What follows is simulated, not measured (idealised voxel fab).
Process module, titled voxel wiring stack
Section shown: cut. Width: 255 nm. Cell size: 5 nm, square.
Bands, listed from the top down, are how a cross-section gets written in this document; the cross-section itself is a grid of square cells, and a band is one or more rows of them. Look at the band entry: it leads with the top's height and the bottom's height in nm. Then it lists the materials left to right, with a width in nm for each. The word "all across" on a single material says that material fills the band edge to edge. The word "blank" is empty space. It should be noted that heights are counted from 0, beneath which the wafer as supplied is of one material throughout, and that the lowest band possesses no lower boundary but continues downward, as written in "0..down". Width: "30 to 40" (first number = top row, second number = bottom row, same change from row to row of cells). For the purposes of this document, the phrase "nothing got changed" attached to a step denotes that no cell within the cross-section was modified by that step. Each empty space that has no open way to the top and spans at least 8 cells appears under "Sealed void inventory" as width x height at distance, the distance counted from the left edge, all in nm. Formally, on a step line, whatever follows the settings is a remark that the simulator itself makes on the step. "overlay nm" on a masked step: distance the mask lay right of its planned place, negative for left.

Here's what the planned process steps look like
1: RECEIVE with material Si
2: CONFORMAL_DEP with material SiO2, thk nm 15
3: CONFORMAL_DEP with material SiCN, thk nm 5
4: DIRECTIONAL_DEP with material lowk, thk nm 15
5: DIRECTIONAL_DEP with material aC, thk nm 15
6: PATTERN with tone open, mask id METAL_1, material resist, width nm 25, pitch nm 50, thk nm 30, overlay nm 0
7: DIRECTIONAL_ETCH with etch materials aC, depth nm 15
8: STRIP with etch materials resist
9: DIRECTIONAL_ETCH with etch materials lowk, depth nm 15
10: DIRECTIONAL_ETCH with etch materials SiCN, depth nm 5
11: STRIP with etch materials aC
12: CONFORMAL_DEP with material TiN, thk nm 5
13: FILL_DEP with material Cu, thk nm 5
14: CMP with height nm 35
15: CONFORMAL_DEP with material SiCN, thk nm 5
16: DIRECTIONAL_DEP with material lowk, thk nm 15
17: DIRECTIONAL_DEP with material aC, thk nm 15
18: PATTERN with tone open, mask id PLUG_1, material resist, width nm 15, pitch nm 50, thk nm 35, overlay nm 0
19: DIRECTIONAL_ETCH with etch materials aC, depth nm 15
20: STRIP with etch materials resist
21: DIRECTIONAL_ETCH with etch materials lowk, depth nm 15
22: DIRECTIONAL_ETCH with etch materials SiCN, depth nm 5
23: STRIP with etch materials aC
24: EPI with material Ru, thk nm 10
25: EPI with material Ru, thk nm 10
26: CONFORMAL_DEP with material SiN, thk nm 5
27: DIRECTIONAL_DEP with material lowk, thk nm 15
28: MASKED_ETCH with tone open, mask id METAL_2, width nm 25, pitch nm 50, etch materials lowk, depth nm 15, overlay nm 0
29: MASKED_ETCH with tone open, mask id METAL_2, width nm 25, pitch nm 50, etch materials SiN, depth nm 5, overlay nm 0
30: CONFORMAL_DEP with material TiN, thk nm 5
31: FILL_DEP with material W, thk nm 5
32: CMP with height nm 75
33: CONFORMAL_DEP with material SiCN, thk nm 5
34: DIRECTIONAL_DEP with material SiO2, thk nm 15
35: PATTERN with tone open, mask id PLUG_2, material resist, width nm 15, pitch nm 50, thk nm 15, overlay nm 0
36: DIRECTIONAL_ETCH with etch materials SiO2, depth nm 15
37: DIRECTIONAL_ETCH with etch materials SiCN, depth nm 5
38: STRIP with etch materials resist
39: EPI with material Ru, thk nm 10
40: EPI with material Ru, thk nm 10
41: DIRECTIONAL_DEP with material TiN, thk nm 5
42: DIRECTIONAL_DEP with material W, thk nm 15
43: DIRECTIONAL_DEP with material aC, thk nm 10
44: PATTERN with tone cover, mask id METAL_3, material resist, width nm 25, pitch nm 50, thk nm 25, overlay nm 0
45: DIRECTIONAL_ETCH with etch materials aC, depth nm 10
46: STRIP with etch materials resist
47: DIRECTIONAL_ETCH with etch materials W, depth nm 15
48: DIRECTIONAL_ETCH with etch materials TiN, depth nm 5
49: STRIP with etch materials aC
50: CONFORMAL_DEP with material SiCN, thk nm 5
51: FILL_DEP with material SiO2, thk nm 10
52: CMP with height nm 115
53: CONFORMAL_DEP with material SiCN, thk nm 5

Received-state cross-section, reflecting completion of step 1
    0..down | Si all across
    Sealed void inventory: none

As-planned run: cross-section of the first of two wafers at end of module
    120..115 | SiCN all across
    115..100 | SiO2 85 nm, SiCN 5 nm, W 25 nm, SiCN 5 nm, SiO2 15 nm, SiCN 5 nm, W 25 nm, SiCN 5 nm, SiO2 85 nm
    100..95 | SiCN 90 nm, TiN 25 nm, SiCN 25 nm, TiN 25 nm, SiCN 90 nm
    95..80 | SiO2 90 nm, Ru 15 nm, SiO2 35 nm, Ru 15 nm, SiO2 100 nm
    80..75 | SiCN 90 nm, Ru 15 nm, SiCN 35 nm, Ru 15 nm, SiCN 100 nm
    75..60 | lowk 90 nm, TiN 5 nm, W 15 nm, TiN 5 nm, lowk 25 nm, TiN 5 nm, W 15 nm, TiN 5 nm, lowk 90 nm
    60..55 | SiN 90 nm, TiN 25 nm, SiN 25 nm, TiN 25 nm, SiN 90 nm
    55..40 | lowk 90 nm, Ru 15 nm, lowk 35 nm, Ru 15 nm, lowk 100 nm
    40..35 | SiCN 90 nm, Ru 15 nm, SiCN 35 nm, Ru 15 nm, SiCN 100 nm
    35..20 | lowk 90 nm, TiN 5 nm, Cu 15 nm, TiN 5 nm, lowk 25 nm, TiN 5 nm, Cu 15 nm, TiN 5 nm, lowk 90 nm
    20..15 | SiCN 90 nm, TiN 25 nm, SiCN 25 nm, TiN 25 nm, SiCN 90 nm
    15..0 | SiO2 all across
    0..down | Si all across
    Sealed void inventory: none

So this is wafer number two of the two, cut at the end of the module - it started where the first did and had the same plan, we just got one thing wrong running it
    135..130 | SiCN all across
    130..120 | SiO2 all across
    120..115 | SiO2 85 nm, SiCN 35 nm, SiO2 15 nm, SiCN 35 nm, SiO2 85 nm
    115..100 | SiO2 85 nm, SiCN 5 nm, W 25 nm, SiCN 5 nm, SiO2 15 nm, SiCN 5 nm, W 25 nm, SiCN 5 nm, SiO2 85 nm
    100..95 | SiCN 90 nm, TiN 25 nm, SiCN 25 nm, TiN 25 nm, SiCN 90 nm
    95..80 | SiO2 90 nm, Ru 15 nm, SiO2 35 nm, Ru 15 nm, SiO2 100 nm
    80..75 | SiCN 90 nm, Ru 15 nm, SiCN 35 nm, Ru 15 nm, SiCN 100 nm
    75..60 | lowk 90 nm, TiN 5 nm, W 15 nm, TiN 5 nm, lowk 25 nm, TiN 5 nm, W 15 nm, TiN 5 nm, lowk 90 nm
    60..55 | SiN 90 nm, TiN 25 nm, SiN 25 nm, TiN 25 nm, SiN 90 nm
    55..40 | lowk 90 nm, Ru 15 nm, lowk 35 nm, Ru 15 nm, lowk 100 nm
    40..35 | SiCN 90 nm, Ru 15 nm, SiCN 35 nm, Ru 15 nm, SiCN 100 nm
    35..20 | lowk 90 nm, TiN 5 nm, Cu 15 nm, TiN 5 nm, lowk 25 nm, TiN 5 nm, Cu 15 nm, TiN 5 nm, lowk 90 nm
    20..15 | SiCN 90 nm, TiN 25 nm, SiCN 25 nm, TiN 25 nm, SiCN 90 nm
    15..0 | SiO2 all across
    0..down | Si all across
    Sealed void inventory: none
In executing the process, a mistake was made relative to the plan: step 52 of the plan was excluded from execution and never run
Wafer comparison, final, in cells, second relative to first, materials more or fewer: 14 more of SiCN | 139 more of SiO2
